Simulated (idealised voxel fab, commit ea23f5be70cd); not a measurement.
Documented hereafter: the process module known as voxel ribs on slabs.
Cross-section cut spans 185 nm and uses square cells 5 nm in size.
A cross-section is a grid of square cells, given in bands from the top down. A band is one or more rows of cells.
The band entry comprises the height of the band's top followed by the height of its bottom, expressed in nm, and subsequently the band's materials from left to right, each stated together with its width in nm. Where a single material is marked with the word "throughout", that material fills the band from edge to edge. The word "air" represents empty space.
For the purposes of this specification, 0 denotes the height below which the wafer in its as-received condition is composed wholly of one material, and the lowermost band, lacking a lower limit, extends downward without end, as expressed in "0 and below".
Think of "30 to 40" as a width that walks from the first number to the second as you go down the band, top row to bottom row, taking equal-sized steps from row to row.
Reading "nothing different" for a step: not a cell of the cross-section changed in it.
"Trapped voids": sealed empty spaces, 8 cells or more, no open way to top, listed width x height at distance, with distance from the left edge and width, height and distance in nm.
On each step's line, the part that comes after the settings is the simulator's own comment on the step.
A step's line can hold "overlay nm"; with a mask on that step, the setting says how far right of the planned place the mask lay, while a negative setting says it lay to the left.

# The process steps that were planned are listed below
step 1: RECEIVE | material Si
step 2: DIRECTIONAL_DEP | material SiO2 | thk nm 30
step 3: DIRECTIONAL_DEP | material polySi | thk nm 20
step 4: PATTERN | tone cover | mask id RIB | material resist | width nm 25 | thk nm 20 | overlay nm 0
step 5: DIRECTIONAL_ETCH | etch materials polySi | depth nm 15
step 6: STRIP | etch materials resist
step 7: PATTERN | tone cover | mask id SLAB | material resist | width nm 75 | thk nm 20 | overlay nm 0
step 8: DIRECTIONAL_ETCH | etch materials polySi | depth nm 5
step 9: STRIP | etch materials resist
step 10: FILL_DEP | material SiO2 | thk nm 30
step 11: CMP | height nm 70
step 12: DIRECTIONAL_DEP | material W | thk nm 10
step 13: DIRECTIONAL_DEP | material aC | thk nm 10
step 14: PATTERN | tone cover | mask id HEATER | material resist | width nm 35 | thk nm 30 | overlay nm 0
step 15: DIRECTIONAL_ETCH | etch materials aC | depth nm 10
step 16: STRIP | etch materials resist
step 17: DIRECTIONAL_ETCH | etch materials W | depth nm 10
step 18: STRIP | etch materials aC
step 19: CONFORMAL_DEP | material SiN | thk nm 5

# First wafer out of two, processed as planned

# Delivered wafer in cross-section: state after step 1
* 0 and below: Si throughout
* Trapped voids: none

# Upon completion of step 2, the wafer appears in cross-section as shown
* 30 down to 0: SiO2 throughout
* Whatever lies below 0 is exactly as it was before.

# Upon completion of step 3, the wafer appears in cross-section as shown
* 50 down to 30: polySi throughout
* Whatever lies below 30 is exactly as it was before.

# Upon completion of step 4, the wafer appears in cross-section as shown
* 70 down to 50: air: 80  resist: 25  air: 80
* Whatever lies below 50 is exactly as it was before.

# Upon completion of step 5, the wafer appears in cross-section as shown
* 70 down to 50: air: 80  resist: 25  air: 80
* 50 down to 35: air: 80  polySi: 25  air: 80
* Whatever lies below 35 is exactly as it was before.

# Upon completion of step 6, the wafer appears in cross-section as shown
* 50 down to 35: air: 80  polySi: 25  air: 80
* Whatever lies below 35 is exactly as it was before.

# Upon completion of step 7, the wafer appears in cross-section as shown
* 70 down to 50: air: 55  resist: 75  air: 55
* 50 down to 35: air: 55  resist: 25  polySi: 25  resist: 25  air: 55
* Whatever lies below 35 is exactly as it was before.

# Upon completion of step 8, the wafer appears in cross-section as shown
* 70 down to 50: air: 55  resist: 75  air: 55
* 50 down to 35: air: 55  resist: 25  polySi: 25  resist: 25  air: 55
* 35 down to 30: air: 55  polySi: 75  air: 55
* Whatever lies below 30 is exactly as it was before.

# Upon completion of step 9, the wafer appears in cross-section as shown
* 50 down to 35: air: 80  polySi: 25  air: 80
* Whatever lies below 35 is exactly as it was before.

# Upon completion of step 10, the wafer appears in cross-section as shown
* 80 down to 50: SiO2 throughout
* 50 down to 35: SiO2: 80  polySi: 25  SiO2: 80
* 35 down to 30: SiO2: 55  polySi: 75  SiO2: 55
* Whatever lies below 30 is exactly as it was before.

# Upon completion of step 11, the wafer appears in cross-section as shown
* 70 down to 50: SiO2 throughout
* Whatever lies below 50 is exactly as it was before.

# Upon completion of step 12, the wafer appears in cross-section as shown
* 80 down to 70: W throughout
* Whatever lies below 70 is exactly as it was before.

# Upon completion of step 13, the wafer appears in cross-section as shown
* 90 down to 80: aC throughout
* Whatever lies below 80 is exactly as it was before.

# Upon completion of step 14, the wafer appears in cross-section as shown
* 120 down to 90: air: 75  resist: 35  air: 75
* Whatever lies below 90 is exactly as it was before.

# Upon completion of step 15, the wafer appears in cross-section as shown
* 110 down to 90: air: 75  resist: 35  air: 75
* 90 down to 80: air: 75  aC: 35  air: 75
* Whatever lies below 80 is exactly as it was before.

# Upon completion of step 16, the wafer appears in cross-section as shown
* 90 down to 80: air: 75  aC: 35  air: 75
* Whatever lies below 80 is exactly as it was before.

# Upon completion of step 17, the wafer appears in cross-section as shown
* 90 down to 80: air: 75  aC: 35  air: 75
* 80 down to 70: air: 75  W: 35  air: 75
* Whatever lies below 70 is exactly as it was before.

# Upon completion of step 18, the wafer appears in cross-section as shown
* 80 down to 70: air: 75  W: 35  air: 75
* Whatever lies below 70 is exactly as it was before.

# Upon completion of step 19, the wafer appears in cross-section as shown
* 85 down to 80: air: 70  SiN: 45  air: 70
* 80 down to 75: air: 70  SiN: 5  W: 35  SiN: 5  air: 70
* 75 down to 70: SiN: 75  W: 35  SiN: 75
* Whatever lies below 70 is exactly as it was before.

# The Second Wafer: Common Origin and Plan, One Mistake in Execution, Identical to the First Through Step 13

# At the planned end of step 14, the second wafer in cross-section
* 120 down to 90: resist: 75  air: 35  resist: 75
* Whatever lies below 90 is exactly as it was before.

# At the planned end of step 15, the second wafer in cross-section
* 110 down to 90: resist: 75  air: 35  resist: 75
* 90 down to 80: aC: 75  air: 35  aC: 75
* Whatever lies below 80 is exactly as it was before.

# At the planned end of step 16, the second wafer in cross-section
* 90 down to 80: aC: 75  air: 35  aC: 75
* Whatever lies below 80 is exactly as it was before.

# At the planned end of step 17, the second wafer in cross-section
* 90 down to 80: aC: 75  air: 35  aC: 75
* 80 down to 70: W: 75  air: 35  W: 75
* Whatever lies below 70 is exactly as it was before.

# At the planned end of step 18, the second wafer in cross-section
* 80 down to 70: W: 75  air: 35  W: 75
* Whatever lies below 70 is exactly as it was before.

# At the planned end of step 19, the second wafer in cross-section
* 85 down to 80: SiN: 80  air: 25  SiN: 80
* 80 down to 75: W: 75  SiN: 5  air: 25  SiN: 5  W: 75
* 75 down to 70: W: 75  SiN: 35  W: 75
* Whatever lies below 70 is exactly as it was before.
Processing error: it should be noted that step 14 was executed with settings other than those planned, the operation and settings actually applied being PATTERN | tone open | mask id HEATER | material resist | width nm 35 | thk nm 30 | overlay nm 0
Final wafer comparison in cells, second versus first, more or fewer per material: +46 W
